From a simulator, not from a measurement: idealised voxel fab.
This is a process module. Its name is voxel transistor to metal.
In the cross-section labelled cut, the width is 210 nm and each square cell is 5 nm.
Just so we're on the same page, the cross-sections are grids of square cells, and they're listed out in bands top to bottom, each band one or more rows deep. In this notation a band is specified by the heights of its top and bottom, in that order and in nm, after which its materials appear from left to right, each paired with its width in nm. The word "throughout" attached to a single material means that material fills the band from edge to edge; the word "air" stands for empty space. Heights are measured from 0, the level below which the as-received wafer is all one material; the lowest band has no bottom and continues downward, written as in "0 -> down". The width entry "30..40" should be interpreted row by row: the top row of cells in the band takes the first number, the bottom row takes the second number, and the change between adjacent rows is uniform throughout. "nothing was modified" means the step left every cell of the cross-section as it was. "Sealed cavities" specifies each empty space that is not open to the top and that occupies no fewer than 8 cells, using the form width x height at distance, the distance measured from the left edge and all three quantities in nm. On each step's line, the part that comes after the settings is the simulator's own comment on the step. overlay nm: step with mask; distance mask lay right of planned place; negative value = left of planned place.

Steps planned for the process:
step 1: RECEIVE with material Si
step 2: CONFORMAL_DEP with material SiO2, thk nm 5
step 3: CONFORMAL_DEP with material SiN, thk nm 10
step 4: MASKED_ETCH with tone cover, mask id ACTIVE, width nm 110, etch materials SiN, depth nm 10, overlay nm 0
step 5: MASKED_ETCH with tone cover, mask id ACTIVE, width nm 110, etch materials SiO2, depth nm 5, overlay nm 0
step 6: MASKED_ETCH with tone cover, mask id ACTIVE, width nm 110, etch materials Si, depth nm 25, overlay nm 0
step 7: FILL_DEP with material SiO2, thk nm 10
step 8: CMP with height nm 15
step 9: SELECTIVE_ETCH with etch materials SiO2, depth nm 5
step 10: STRIP with etch materials SiN
step 11: SELECTIVE_ETCH with etch materials SiO2, depth nm 5
step 12: OXIDIZE with depth nm 5
step 13: DIRECTIONAL_DEP with material polySi, thk nm 25
step 14: DIRECTIONAL_DEP with material SiCN, thk nm 15
step 15: MASKED_ETCH with tone cover, mask id GATE, width nm 30, etch materials SiCN, depth nm 25, overlay nm 0
step 16: MASKED_ETCH with tone cover, mask id GATE, width nm 30, etch materials polySi, depth nm 35, overlay nm 0
step 17: CONFORMAL_DEP with material SiN, thk nm 5
step 18: DIRECTIONAL_ETCH with etch materials SiN, depth nm 5
step 19: DIRECTIONAL_ETCH with etch materials SiO2, depth nm 5
step 20: DIRECTIONAL_ETCH with etch materials Si, depth nm 15
step 21: EPI with material pSi, thk nm 15
step 22: FILL_DEP with material SiO2, thk nm 5
step 23: CMP with height nm 25
step 24: STRIP with etch materials polySi
step 25: SELECTIVE_ETCH with etch materials SiO2, depth nm 5
step 26: CONFORMAL_DEP with material HfO2, thk nm 5
step 27: CONFORMAL_DEP with material TiN, thk nm 5
step 28: FILL_DEP with material W, thk nm 5
step 29: CMP with height nm 20
step 30: DIRECTIONAL_DEP with material SiO2, thk nm 15
step 31: DIRECTIONAL_DEP with material aC, thk nm 15
step 32: PATTERN with tone open, mask id CONTACT, material resist, width nm 15, pitch nm 75, thk nm 35, overlay nm 0
step 33: DIRECTIONAL_ETCH with etch materials aC, depth nm 15
step 34: STRIP with etch materials resist
step 35: DIRECTIONAL_ETCH with etch materials SiO2, depth nm 40
step 36: STRIP with etch materials aC
step 37: CONFORMAL_DEP with material TiN, thk nm 5
step 38: FILL_DEP with material Ru, thk nm 10
step 39: CMP with height nm 35
step 40: CONFORMAL_DEP with material SiCN, thk nm 5
step 41: DIRECTIONAL_DEP with material lowk, thk nm 25
step 42: MASKED_ETCH with tone open, mask id METAL_1, width nm 15, pitch nm 75, etch materials lowk, depth nm 25, overlay nm 0
step 43: MASKED_ETCH with tone open, mask id METAL_1, width nm 15, pitch nm 75, etch materials SiCN, depth nm 5, overlay nm 0
step 44: CONFORMAL_DEP with material TiN, thk nm 5
step 45: FILL_DEP with material Cu, thk nm 10
step 46: CMP with height nm 65
step 47: CONFORMAL_DEP with material SiN, thk nm 5

Account of the first of two wafers, which was processed as intended:

Wafer at receipt (post step 1), cross-section:
    0 -> down: Si throughout
    Sealed cavities: none

So this is the wafer cross-section right after step 2:
    5 -> 0: SiO2 throughout
    Below 0 it's all the same as before, nothing changed down there.

So this is the wafer cross-section right after step 3:
    15 -> 5: SiN throughout
    Below 5 it's all the same as before, nothing changed down there.

So this is the wafer cross-section right after step 4:
    15 -> 5: air 50, SiN 110, air 50
    Below 5 it's all the same as before, nothing changed down there.

So this is the wafer cross-section right after step 5:
    15 -> 5: air 50, SiN 110, air 50
    5 -> 0: air 50, SiO2 110, air 50
    Below 0 it's all the same as before, nothing changed down there.

So this is the wafer cross-section right after step 6:
    15 -> 5: air 50, SiN 110, air 50
    5 -> 0: air 50, SiO2 110, air 50
    0 -> -25: air 50, Si 110, air 50
    Below -25 it's all the same as before, nothing changed down there.

So this is the wafer cross-section right after step 7:
    25 -> 15: SiO2 throughout
    15 -> 5: SiO2 50, SiN 110, SiO2 50
    5 -> 0: SiO2 throughout
    0 -> -25: SiO2 50, Si 110, SiO2 50
    Below -25 it's all the same as before, nothing changed down there.

So this is the wafer cross-section right after step 8:
    15 -> 5: SiO2 50, SiN 110, SiO2 50
    Below 5 it's all the same as before, nothing changed down there.

So this is the wafer cross-section right after step 9:
    15 -> 10: air 50, SiN 110, air 50
    Below 10 it's all the same as before, nothing changed down there.

So this is the wafer cross-section right after step 10:
    10 -> 5: SiO2 50, air 110, SiO2 50
    Below 5 it's all the same as before, nothing changed down there.

So this is the wafer cross-section right after step 11:
    5 -> 0: SiO2 45, air 120, SiO2 45
    Below 0 it's all the same as before, nothing changed down there.

So this is the wafer cross-section right after step 12:
    5 -> 0: SiO2 45, air 120, SiO2 45
    0 -> -5: SiO2 throughout
    Below -5 it's all the same as before, nothing changed down there.

So this is the wafer cross-section right after step 13:
    30 -> 25: polySi 45, air 120, polySi 45
    25 -> 5: polySi throughout
    5 -> 0: SiO2 45, polySi 120, SiO2 45
    Below 0 it's all the same as before, nothing changed down there.

So this is the wafer cross-section right after step 14:
    45 -> 40: SiCN 45, air 120, SiCN 45
    40 -> 30: SiCN throughout
    30 -> 25: polySi 45, SiCN 120, polySi 45
    Below 25 it's all the same as before, nothing changed down there.

So this is the wafer cross-section right after step 15:
    40 -> 30: air 90, SiCN 30, air 90
    30 -> 25: polySi 45, air 45, SiCN 30, air 45, polySi 45
    Below 25 it's all the same as before, nothing changed down there.

So this is the wafer cross-section right after step 16:
    40 -> 25: air 90, SiCN 30, air 90
    25 -> 5: air 90, polySi 30, air 90
    5 -> 0: SiO2 45, air 45, polySi 30, air 45, SiO2 45
    Below 0 it's all the same as before, nothing changed down there.

So this is the wafer cross-section right after step 17:
    45 -> 40: air 85, SiN 40, air 85
    40 -> 25: air 85, SiN 5, SiCN 30, SiN 5, air 85
    25 -> 10: air 85, SiN 5, polySi 30, SiN 5, air 85
    10 -> 5: SiN 50, air 35, SiN 5, polySi 30, SiN 5, air 35, SiN 50
    5 -> 0: SiO2 45, SiN 45, polySi 30, SiN 45, SiO2 45
    Below 0 it's all the same as before, nothing changed down there.

So this is the wafer cross-section right after step 18:
    40 -> 25: air 85, SiN 5, SiCN 30, SiN 5, air 85
    25 -> 5: air 85, SiN 5, polySi 30, SiN 5, air 85
    5 -> 0: SiO2 45, SiN 5, air 35, SiN 5, polySi 30, SiN 5, air 35, SiN 5, SiO2 45
    Below 0 it's all the same as before, nothing changed down there.

So this is the wafer cross-section right after step 19:
    40 -> 25: air 85, SiN 5, SiCN 30, SiN 5, air 85
    25 -> 5: air 85, SiN 5, polySi 30, SiN 5, air 85
    5 -> 0: air 45, SiN 5, air 35, SiN 5, polySi 30, SiN 5, air 35, SiN 5, air 45
    0 -> -5: SiO2 50, air 35, SiO2 40, air 35, SiO2 50
    Below -5 it's all the same as before, nothing changed down there.

So this is the wafer cross-section right after step 20:
    40 -> 25: air 85, SiN 5, SiCN 30, SiN 5, air 85
    25 -> 5: air 85, SiN 5, polySi 30, SiN 5, air 85
    5 -> 0: air 45, SiN 5, air 35, SiN 5, polySi 30, SiN 5, air 35, SiN 5, air 45
    0 -> -5: SiO2 50, air 35, SiO2 40, air 35, SiO2 50
    -5 -> -20: SiO2 50, air 35, Si 40, air 35, SiO2 50
    Below -20 it's all the same as before, nothing changed down there.

So this is the wafer cross-section right after step 21:
    40 -> 25: air 85, SiN 5, SiCN 30, SiN 5, air 85
    25 -> 10: air 85, SiN 5, polySi 30, SiN 5, air 85
    10 -> 5: air 70, pSi 15, SiN 5, polySi 30, SiN 5, pSi 15, air 70
    5 -> 0: air 45, SiN 5, air 20, pSi 15, SiN 5, polySi 30, SiN 5, pSi 15, air 20, SiN 5, air 45
    0 -> -5: SiO2 50, air 20, pSi 15, SiO2 40, pSi 15, air 20, SiO2 50
    -5 -> -20: SiO2 50, pSi 35, Si 40, pSi 35, SiO2 50
    Below -20 it's all the same as before, nothing changed down there.

So this is the wafer cross-section right after step 22:
    45 -> 40: SiO2 throughout
    40 -> 25: SiO2 85, SiN 5, SiCN 30, SiN 5, SiO2 85
    25 -> 10: SiO2 85, SiN 5, polySi 30, SiN 5, SiO2 85
    10 -> 5: SiO2 70, pSi 15, SiN 5, polySi 30, SiN 5, pSi 15, SiO2 70
    5 -> 0: SiO2 45, SiN 5, SiO2 20, pSi 15, SiN 5, polySi 30, SiN 5, pSi 15, SiO2 20, SiN 5, SiO2 45
    0 -> -5: SiO2 70, pSi 15, SiO2 40, pSi 15, SiO2 70
    Below -5 it's all the same as before, nothing changed down there.

So this is the wafer cross-section right after step 23:
    25 -> 10: SiO2 85, SiN 5, polySi 30, SiN 5, SiO2 85
    Below 10 it's all the same as before, nothing changed down there.

So this is the wafer cross-section right after step 24:
    25 -> 10: SiO2 85, SiN 5, air 30, SiN 5, SiO2 85
    10 -> 5: SiO2 70, pSi 15, SiN 5, air 30, SiN 5, pSi 15, SiO2 70
    5 -> 0: SiO2 45, SiN 5, SiO2 20, pSi 15, SiN 5, air 30, SiN 5, pSi 15, SiO2 20, SiN 5, SiO2 45
    Below 0 it's all the same as before, nothing changed down there.

So this is the wafer cross-section right after step 25:
    25 -> 20: air 85, SiN 5, air 30, SiN 5, air 85
    20 -> 10: SiO2 85, SiN 5, air 30, SiN 5, SiO2 85
    10 -> 5: SiO2 70, pSi 15, SiN 5, air 30, SiN 5, pSi 15, SiO2 70
    5 -> 0: SiO2 45, SiN 5, SiO2 20, pSi 15, SiN 5, air 30, SiN 5, pSi 15, SiO2 20, SiN 5, SiO2 45
    0 -> -5: SiO2 70, pSi 15, air 40, pSi 15, SiO2 70
    Below -5 it's all the same as before, nothing changed down there.

So this is the wafer cross-section right after step 26:
    30 -> 25: air 80, HfO2 15, air 20, HfO2 15, air 80
    25 -> 20: HfO2 85, SiN 5, HfO2 5, air 20, HfO2 5, SiN 5, HfO2 85
    20 -> 10: SiO2 85, SiN 5, HfO2 5, air 20, HfO2 5, SiN 5, SiO2 85
    10 -> 5: SiO2 70, pSi 15, SiN 5, HfO2 5, air 20, HfO2 5, SiN 5, pSi 15, SiO2 70
    5 -> 0: SiO2 45, SiN 5, SiO2 20, pSi 15, SiN 5, HfO2 5, air 20, HfO2 5, SiN 5, pSi 15, SiO2 20, SiN 5, SiO2 45
    0 -> -5: SiO2 70, pSi 15, HfO2 40, pSi 15, SiO2 70
    Below -5 it's all the same as before, nothing changed down there.

So this is the wafer cross-section right after step 27:
    35 -> 30: air 75, TiN 25, air 10, TiN 25, air 75
    30 -> 25: TiN 80, HfO2 15, TiN 5, air 10, TiN 5, HfO2 15, TiN 80
    25 -> 20: HfO2 85, SiN 5, HfO2 5, TiN 5, air 10, TiN 5, HfO2 5, SiN 5, HfO2 85
    20 -> 10: SiO2 85, SiN 5, HfO2 5, TiN 5, air 10, TiN 5, HfO2 5, SiN 5, SiO2 85
    10 -> 5: SiO2 70, pSi 15, SiN 5, HfO2 5, TiN 5, air 10, TiN 5, HfO2 5, SiN 5, pSi 15, SiO2 70
    5 -> 0: SiO2 45, SiN 5, SiO2 20, pSi 15, SiN 5, HfO2 5, TiN 20, HfO2 5, SiN 5, pSi 15, SiO2 20, SiN 5, SiO2 45
    Below 0 it's all the same as before, nothing changed down there.

So this is the wafer cross-section right after step 28:
    40 -> 35: W throughout
    35 -> 30: W 75, TiN 25, W 10, TiN 25, W 75
    30 -> 25: TiN 80, HfO2 15, TiN 5, W 10, TiN 5, HfO2 15, TiN 80
    25 -> 20: HfO2 85, SiN 5, HfO2 5, TiN 5, W 10, TiN 5, HfO2 5, SiN 5, HfO2 85
    20 -> 10: SiO2 85, SiN 5, HfO2 5, TiN 5, W 10, TiN 5, HfO2 5, SiN 5, SiO2 85
    10 -> 5: SiO2 70, pSi 15, SiN 5, HfO2 5, TiN 5, W 10, TiN 5, HfO2 5, SiN 5, pSi 15, SiO2 70
    Below 5 it's all the same as before, nothing changed down there.

So this is the wafer cross-section right after step 29:
    20 -> 10: SiO2 85, SiN 5, HfO2 5, TiN 5, W 10, TiN 5, HfO2 5, SiN 5, SiO2 85
    Below 10 it's all the same as before, nothing changed down there.

So this is the wafer cross-section right after step 30:
    35 -> 20: SiO2 throughout
    Below 20 it's all the same as before, nothing changed down there.

So this is the wafer cross-section right after step 31:
    50 -> 35: aC throughout
    Below 35 it's all the same as before, nothing changed down there.

So this is the wafer cross-section right after step 32:
    85 -> 50: resist 60, air 15, resist 60, air 15, resist 60
    Below 50 it's all the same as before, nothing changed down there.

So this is the wafer cross-section right after step 33:
    70 -> 50: resist 60, air 15, resist 60, air 15, resist 60
    50 -> 35: aC 60, air 15, aC 60, air 15, aC 60
    Below 35 it's all the same as before, nothing changed down there.

So this is the wafer cross-section right after step 34:
    50 -> 35: aC 60, air 15, aC 60, air 15, aC 60
    Below 35 it's all the same as before, nothing changed down there.

So this is the wafer cross-section right after step 35:
    50 -> 35: aC 60, air 15, aC 60, air 15, aC 60
    35 -> 20: SiO2 60, air 15, SiO2 60, air 15, SiO2 60
    20 -> 10: SiO2 60, air 15, SiO2 10, SiN 5, HfO2 5, TiN 5, W 10, TiN 5, HfO2 5, SiN 5, SiO2 10, air 15, SiO2 60
    10 -> 5: SiO2 60, air 10, pSi 15, SiN 5, HfO2 5, TiN 5, W 10, TiN 5, HfO2 5, SiN 5, pSi 15, air 10, SiO2 60
    5 -> 0: SiO2 45, SiN 5, SiO2 10, air 10, pSi 15, SiN 5, HfO2 5, TiN 20, HfO2 5, SiN 5, pSi 15, air 10, SiO2 10, SiN 5, SiO2 45
    0 -> -5: SiO2 60, air 10, pSi 15, HfO2 40, pSi 15, air 10, SiO2 60
    Below -5 it's all the same as before, nothing changed down there.

So this is the wafer cross-section right after step 36:
    35 -> 20: SiO2 60, air 15, SiO2 60, air 15, SiO2 60
    Below 20 it's all the same as before, nothing changed down there.

So this is the wafer cross-section right after step 37:
    40 -> 35: TiN 65, air 5, TiN 70, air 5, TiN 65
    35 -> 20: SiO2 60, TiN 5, air 5, TiN 5, SiO2 60, TiN 5, air 5, TiN 5, SiO2 60
    20 -> 15: SiO2 60, TiN 5, air 5, TiN 5, SiO2 10, SiN 5, HfO2 5, TiN 5, W 10, TiN 5, HfO2 5, SiN 5, SiO2 10, TiN 5, air 5, TiN 5, SiO2 60
    15 -> 10: SiO2 60, TiN 15, SiO2 10, SiN 5, HfO2 5, TiN 5, W 10, TiN 5, HfO2 5, SiN 5, SiO2 10, TiN 15, SiO2 60
    10 -> 5: SiO2 60, TiN 10, pSi 15, SiN 5, HfO2 5, TiN 5, W 10, TiN 5, HfO2 5, SiN 5, pSi 15, TiN 10, SiO2 60
    5 -> 0: SiO2 45, SiN 5, SiO2 10, TiN 10, pSi 15, SiN 5, HfO2 5, TiN 20, HfO2 5, SiN 5, pSi 15, TiN 10, SiO2 10, SiN 5, SiO2 45
    0 -> -5: SiO2 60, TiN 10, pSi 15, HfO2 40, pSi 15, TiN 10, SiO2 60
    Below -5 it's all the same as before, nothing changed down there.

So this is the wafer cross-section right after step 38:
    50 -> 40: Ru throughout
    40 -> 35: TiN 65, Ru 5, TiN 70, Ru 5, TiN 65
    35 -> 20: SiO2 60, TiN 5, Ru 5, TiN 5, SiO2 60, TiN 5, Ru 5, TiN 5, SiO2 60
    20 -> 15: SiO2 60, TiN 5, Ru 5, TiN 5, SiO2 10, SiN 5, HfO2 5, TiN 5, W 10, TiN 5, HfO2 5, SiN 5, SiO2 10, TiN 5, Ru 5, TiN 5, SiO2 60
    Below 15 it's all the same as before, nothing changed down there.

So this is the wafer cross-section right after step 39:
    35 -> 20: SiO2 60, TiN 5, Ru 5, TiN 5, SiO2 60, TiN 5, Ru 5, TiN 5, SiO2 60
    Below 20 it's all the same as before, nothing changed down there.

So this is the wafer cross-section right after step 40:
    40 -> 35: SiCN throughout
    Below 35 it's all the same as before, nothing changed down there.

So this is the wafer cross-section right after step 41:
    65 -> 40: lowk throughout
    Below 40 it's all the same as before, nothing changed down there.

So this is the wafer cross-section right after step 42:
    65 -> 40: lowk 60, air 15, lowk 60, air 15, lowk 60
    Below 40 it's all the same as before, nothing changed down there.

So this is the wafer cross-section right after step 43:
    65 -> 40: lowk 60, air 15, lowk 60, air 15, lowk 60
    40 -> 35: SiCN 60, air 15, SiCN 60, air 15, SiCN 60
    Below 35 it's all the same as before, nothing changed down there.

So this is the wafer cross-section right after step 44:
    70 -> 65: TiN 65, air 5, TiN 70, air 5, TiN 65
    65 -> 40: lowk 60, TiN 5, air 5, TiN 5, lowk 60, TiN 5, air 5, TiN 5, lowk 60
    40 -> 35: SiCN 60, TiN 15, SiCN 60, TiN 15, SiCN 60
    Below 35 it's all the same as before, nothing changed down there.

So this is the wafer cross-section right after step 45:
    80 -> 70: Cu throughout
    70 -> 65: TiN 65, Cu 5, TiN 70, Cu 5, TiN 65
    65 -> 40: lowk 60, TiN 5, Cu 5, TiN 5, lowk 60, TiN 5, Cu 5, TiN 5, lowk 60
    Below 40 it's all the same as before, nothing changed down there.

So this is the wafer cross-section right after step 46:
    65 -> 40: lowk 60, TiN 5, Cu 5, TiN 5, lowk 60, TiN 5, Cu 5, TiN 5, lowk 60
    Below 40 it's all the same as before, nothing changed down there.

So this is the wafer cross-section right after step 47:
    70 -> 65: SiN throughout
    Below 65 it's all the same as before, nothing changed down there.

Companion wafer, the second of two: same beginning, same intended sequence, one mistake in carrying it out; through step 45 inclusive it tracks the first exactly:

Second wafer, section view, time point: scheduled end of step 46: nothing was modified

Second wafer, section view, time point: scheduled end of step 47:
    85 -> 80: SiN throughout
    Below 80 it's all the same as before, nothing changed down there.
What went wrong in running the wafer? no execution of plan step 46; skipped
Per the end-of-run cell counts, the second wafer holds more or fewer of some materials than the first: 86 more of Cu | 40 more of TiN
